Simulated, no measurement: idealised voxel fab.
The process module presented herein is designated voxel wiring stack.
The width of the displayed cross-section, cut, is 195 nm; its cells are square, with a size of 5 nm.
For the purposes of this document, a cross-section shall be understood as a grid of square cells, specified as bands listed in top-to-bottom order, each band consisting of one or more rows of cells. Top, bottom (nm), then materials left to right with widths (nm); lone material tagged "all across" fills the whole band edge to edge; "blank" = empty space. The reference from which all heights are counted is 0, the level beneath which the as-received wafer is entirely one material; the lowest band, having no lower bound, proceeds downward and is written after the example "z 0 and below". Width "30..40": first value at the band's top row of cells, second value at its bottom row, equal change from row to row. You'll sometimes find "everything unchanged" written for a step, and that's the way of saying that nowhere in the cross-section did a cell change during that step. "Trapped cavities" enumerates empty spaces isolated from the top, with no open way to it, that contain at least 8 cells, giving each as width x height at distance from the left edge, all three in nm. Step line, after settings: the simulator's comment on this step. Steps that use a mask can have "overlay nm" on their line. It says how far the mask sat to the right of where it was meant to be. Negative means to the left.
-- So here's the lineup of process steps we planned
1: RECEIVE (material Si)
2: CONFORMAL_DEP (material SiO2; thk nm 15)
3: CONFORMAL_DEP (material SiN; thk nm 5)
4: DIRECTIONAL_DEP (material SiO2; thk nm 25)
5: DIRECTIONAL_DEP (material aC; thk nm 10)
6: PATTERN (tone open; mask id METAL_1; material resist; width nm 25; pitch nm 45; thk nm 25; overlay nm 0)
7: DIRECTIONAL_ETCH (etch materials aC; depth nm 10)
8: STRIP (etch materials resist)
9: DIRECTIONAL_ETCH (etch materials SiO2; depth nm 25)
10: DIRECTIONAL_ETCH (etch materials SiN; depth nm 5)
11: STRIP (etch materials aC)
12: CONFORMAL_DEP (material TiN; thk nm 5)
13: FILL_DEP (material Ru; thk nm 5)
14: CMP (height nm 45)
15: EPI (material Ru; thk nm 5)
16: FILL_DEP (material SiCN; thk nm 5)
17: DIRECTIONAL_DEP (material SiO2; thk nm 30)
18: DIRECTIONAL_DEP (material aC; thk nm 15)
19: PATTERN (tone open; mask id METAL_2; material resist; width nm 25; pitch nm 45; thk nm 30; overlay nm 0)
20: DIRECTIONAL_ETCH (etch materials aC; depth nm 15)
21: STRIP (etch materials resist)
22: DIRECTIONAL_ETCH (etch materials SiO2; depth nm 15)
23: STRIP (etch materials aC)
24: DIRECTIONAL_DEP (material aC; thk nm 10)
25: PATTERN (tone open; mask id METAL_2_HOLES; material resist; width nm 15; pitch nm 90; thk nm 30; overlay nm 0)
26: DIRECTIONAL_ETCH (etch materials aC; depth nm 10)
27: STRIP (etch materials resist)
28: DIRECTIONAL_ETCH (etch materials SiO2; depth nm 15)
29: DIRECTIONAL_ETCH (etch materials SiCN; depth nm 5)
30: STRIP (etch materials aC)
31: CONFORMAL_DEP (material TiN; thk nm 5)
32: FILL_DEP (material Cu; thk nm 5)
33: CMP (height nm 85)
34: CONFORMAL_DEP (material SiCN; thk nm 5)
35: DIRECTIONAL_DEP (material lowk; thk nm 10)
36: DIRECTIONAL_DEP (material aC; thk nm 15)
37: PATTERN (tone open; mask id PLUG_2; material resist; width nm 15; pitch nm 45; thk nm 30; overlay nm 0)
38: DIRECTIONAL_ETCH (etch materials aC; depth nm 15)
39: STRIP (etch materials resist)
40: DIRECTIONAL_ETCH (etch materials lowk; depth nm 10)
41: DIRECTIONAL_ETCH (etch materials SiCN; depth nm 5)
42: STRIP (etch materials aC)
43: CONFORMAL_DEP (material TiN; thk nm 5)
44: FILL_DEP (material Ru; thk nm 10)
45: CMP (height nm 100)
46: DIRECTIONAL_DEP (material TiN; thk nm 5)
47: DIRECTIONAL_DEP (material W; thk nm 15)
48: MASKED_ETCH (tone cover; mask id METAL_3; width nm 25; pitch nm 45; etch materials W; depth nm 15; overlay nm 0)
49: MASKED_ETCH (tone cover; mask id METAL_3; width nm 15; pitch nm 45; etch materials TiN; depth nm 5; overlay nm 0)
50: CONFORMAL_DEP (material SiN; thk nm 5)
51: FILL_DEP (material lowk; thk nm 5)
52: CMP (height nm 120)
53: CONFORMAL_DEP (material SiN; thk nm 5)
The plan shows the width nm of step 49 as the first wafer had it; this setting differs between the wafers, which start out alike.
-- After step 1, as received: first of several wafers, cross-section
- z 0 and below: Si all across
- Trapped cavities: none
-- The following table contains a row per wafer, in which are reported, at the conclusion of the module, the cells of each material gained (+) or lost (-) since the wafer's receipt, with its closed voids given thereafter
width nm 15, +26 Cu, +72 Ru, +81 SiCN, +105 SiN, +408 SiO2, +124 TiN, +45 W, +114 lowk, Trapped cavities: none
width nm 20, +26 Cu, +72 Ru, +81 SiCN, +105 SiN, +408 SiO2, +124 TiN, +45 W, +114 lowk, Trapped cavities: none
width nm 25, +26 Cu, +72 Ru, +81 SiCN, +105 SiN, +408 SiO2, +124 TiN, +45 W, +114 lowk, Trapped cavities: none
width nm 30, +26 Cu, +72 Ru, +81 SiCN, +105 SiN, +408 SiO2, +127 TiN, +45 W, +111 lowk, Trapped cavities: none
